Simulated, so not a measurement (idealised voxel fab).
Presented below is a process module, voxel capacitor over wiring.
cross-section cut | 265 nm wide | cells 5 nm
Cross-sections here: square-cell grids, written as top-down lists of bands, a band being one or more rows of cells. For a band, the entry starts with two heights in nm, that of the top and then that of the bottom, and carries on with the band's materials in order from left to right, each alongside its width in nm; the word "full width" beside a single material means it fills the band edge to edge, and "blank" means empty space. A quick word on heights: they are counted from 0, and under that level the wafer as it came to us is one material throughout. The lowest band is different from the rest in having no bottom; it simply continues downward, written as in "0..down". Note: "30 to 40" means the width goes from the first number (top row of the band) to the second number (bottom row) in equal steps per row of cells. What does "no change" mean for a step? It means no cell of the cross-section changed in that step. Entry "Cavities, sealed". Content: empty spaces with no open connection to the top, size 8 cells or greater. Each: width x height at distance. Distance: from left edge. Unit: nm. Whatever follows a step's settings on its line is a remark the simulator itself makes about that step. Each step line may optionally specify "overlay nm", which for a step with a mask gives the rightward distance between the mask's planned place and where it lay, a negative value indicating the leftward direction.

BELOW IS THE LIST OF PLANNED PROCESS STEPS
1) RECEIVE: material Si
2) CONFORMAL_DEP: material SiO2, thk nm 10
3) DIRECTIONAL_DEP: material TiN, thk nm 5
4) DIRECTIONAL_DEP: material W, thk nm 25
5) DIRECTIONAL_DEP: material aC, thk nm 10
6) PATTERN: tone cover, mask id METAL_1, material resist, width nm 20, pitch nm 80, thk nm 25, overlay nm 0
7) DIRECTIONAL_ETCH: etch materials aC, depth nm 10
8) STRIP: etch materials resist
9) DIRECTIONAL_ETCH: etch materials W, depth nm 25
10) DIRECTIONAL_ETCH: etch materials TiN, depth nm 5
11) STRIP: etch materials aC
12) CONFORMAL_DEP: material SiCN, thk nm 5
13) FILL_DEP: material SiO2, thk nm 10
14) CMP: height nm 40
15) CONFORMAL_DEP: material SiCN, thk nm 5
16) DIRECTIONAL_DEP: material SiO2, thk nm 20
17) PATTERN: tone open, mask id PLUG_1, material resist, width nm 15, thk nm 20, overlay nm 0
18) DIRECTIONAL_ETCH: etch materials SiO2, depth nm 20
19) DIRECTIONAL_ETCH: etch materials SiCN, depth nm 5
20) STRIP: etch materials resist
21) EPI: material Ru, thk nm 10
22) EPI: material Ru, thk nm 10
23) EPI: material Ru, thk nm 5
24) DIRECTIONAL_DEP: material TiN, thk nm 10
25) DIRECTIONAL_DEP: material Al2O3, thk nm 5
26) DIRECTIONAL_DEP: material TiN, thk nm 10
27) MASKED_ETCH: tone cover, mask id UPPER_PLATE, width nm 65, etch materials TiN, depth nm 10, overlay nm 0
28) MASKED_ETCH: tone cover, mask id UPPER_PLATE, width nm 65, etch materials Al2O3, depth nm 5, overlay nm 0
29) PATTERN: tone cover, mask id LOWER_PLATE, material resist, width nm 75, thk nm 20, overlay nm 0
30) DIRECTIONAL_ETCH: etch materials TiN, depth nm 10
31) STRIP: etch materials resist
32) FILL_DEP: material SiO2, thk nm 20
33) CMP: height nm 105
34) MASKED_ETCH: tone open, mask id PLUG_2, width nm 15, etch materials SiO2, depth nm 15, overlay nm 0
35) CONFORMAL_DEP: material TiN, thk nm 5
36) FILL_DEP: material Ru, thk nm 10
37) CMP: height nm 105
38) CONFORMAL_DEP: material SiN, thk nm 5

DELIVERED WAFER IN CROSS-SECTION: STATE AFTER STEP 1
* 0..down  Si full width
* Cavities, sealed: none

THIS IS HOW THE WAFER LOOKS IN CROSS-SECTION ONCE THE MODULE IS DONE, GIVEN THE STARTING STATE AND PLAN ABOVE AND ONE MISTAKE IN CARRYING THE PLAN OUT
* 110..105  SiN full width
* 105..100  95 of SiO2; 5 of TiN; 5 of Ru; 5 of TiN; 155 of SiO2
* 100..95  95 of SiO2; 15 of TiN; 155 of SiO2
* 95..90  85 of SiO2; 5 of TiN; 5 of SiO2; 55 of TiN; 115 of SiO2
* 90..85  85 of SiO2; 65 of TiN; 115 of SiO2
* 85..80  85 of SiO2; 5 of Al2O3; 5 of TiN; 55 of Al2O3; 115 of SiO2
* 80..75  90 of Ru; 5 of Al2O3; 170 of Ru
* 75..70  85 of TiN; 15 of Ru; 165 of TiN
* 70..65  TiN full width
* 65..60  85 of SiO2; 15 of TiN; 165 of SiO2
* 60..45  85 of SiO2; 15 of Ru; 165 of SiO2
* 45..40  85 of SiCN; 15 of Ru; 165 of SiCN
* 40..15  75 of SiO2; 5 of SiCN; 20 of W; 5 of SiCN; 50 of SiO2; 5 of SiCN; 20 of W; 5 of SiCN; 80 of SiO2
* 15..10  80 of SiCN; 20 of TiN; 60 of SiCN; 20 of TiN; 85 of SiCN
* 10..0  SiO2 full width
* 0..down  Si full width
* Cavities, sealed: none
The plan and the run diverged here: steps 23 and 24: order swapped relative to plan
